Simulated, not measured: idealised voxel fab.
Proc. module: voxel self aligned contacts
The cross-section shown here is cut; it is 235 nm wide and divided into square cells measuring 5 nm on a side.
Cross-section = grid of square cells, listed top down in bands; band = one or more rows.
Quick guide to a band line: top height, bottom height (nm) up front; then every material left to right with its width in nm. Only one material and it's marked "everywhere"? Then it fills the band edge to edge. And "air" just means empty space.
Measure heights from 0. That's the level where, below it, the as-received wafer is all one material. The lowest band is bottomless and extends downward; write it as in "top 0, no bottom".
A width given as "30->40" starts at the first number in the band's top row and ends at the second number in its bottom row, shifting by an equal amount at every step from row to row.
Basically "no alteration" means that step didn't change any cell in the cross-section.
Voids not open to the top, 8 cells minimum: see "Catalogued sealed voids". Written width x height at distance; distance is from the left edge; nm.
Formally, on a step line, whatever follows the settings is a remark that the simulator itself makes on the step.
"overlay nm" on a masked step: distance the mask lay right of its planned place, negative for left.

Process steps foreseen in the plan
1) RECEIVE with material Si
2) CONFORMAL_DEP with material SiO2, thk nm 5
3) DIRECTIONAL_DEP with material polySi, thk nm 25
4) DIRECTIONAL_DEP with material SiN, thk nm 20
5) PATTERN with tone cover, mask id GATE, material resist, width nm 25, pitch nm 55, thk nm 15, overlay nm 0
6) DIRECTIONAL_ETCH with etch materials SiN, depth nm 20
7) DIRECTIONAL_ETCH with etch materials polySi, depth nm 25
8) STRIP with etch materials resist
9) CONFORMAL_DEP with material SiN, thk nm 5
10) DIRECTIONAL_ETCH with etch materials SiN, depth nm 5
11) FILL_DEP with material SiO2, thk nm 15
12) CMP with height nm 55
13) PATTERN with tone open, mask id CONTACT, material resist, width nm 40, pitch nm 55, thk nm 20, overlay nm 0
14) DIRECTIONAL_ETCH with etch materials SiO2, depth nm 55
15) STRIP with etch materials resist
16) CONFORMAL_DEP with material TiN, thk nm 5
17) FILL_DEP with material W, thk nm 10
18) CMP with height nm 55
19) CONFORMAL_DEP with material SiN, thk nm 5

Cross-section, incoming material, after step 1
    top 0, no bottom = Si everywhere
    Catalogued sealed voids: none

Cross-section, end of module. Start: as above. Plan: as above. Execution: one mistake
    top 60, bottom 55 = SiN everywhere
    top 55, bottom 50 = SiO2=45; SiN=35; TiN=20; SiN=35; TiN=20; SiN=35; SiO2=45
    top 50, bottom 30 = SiN everywhere
    top 30, bottom 5 = polySi everywhere
    top 5, bottom 0 = SiO2 everywhere
    top 0, no bottom = Si everywhere
    Catalogued sealed voids: none
In executing the process, a mistake was made relative to the plan: step 4 of the plan was performed twice
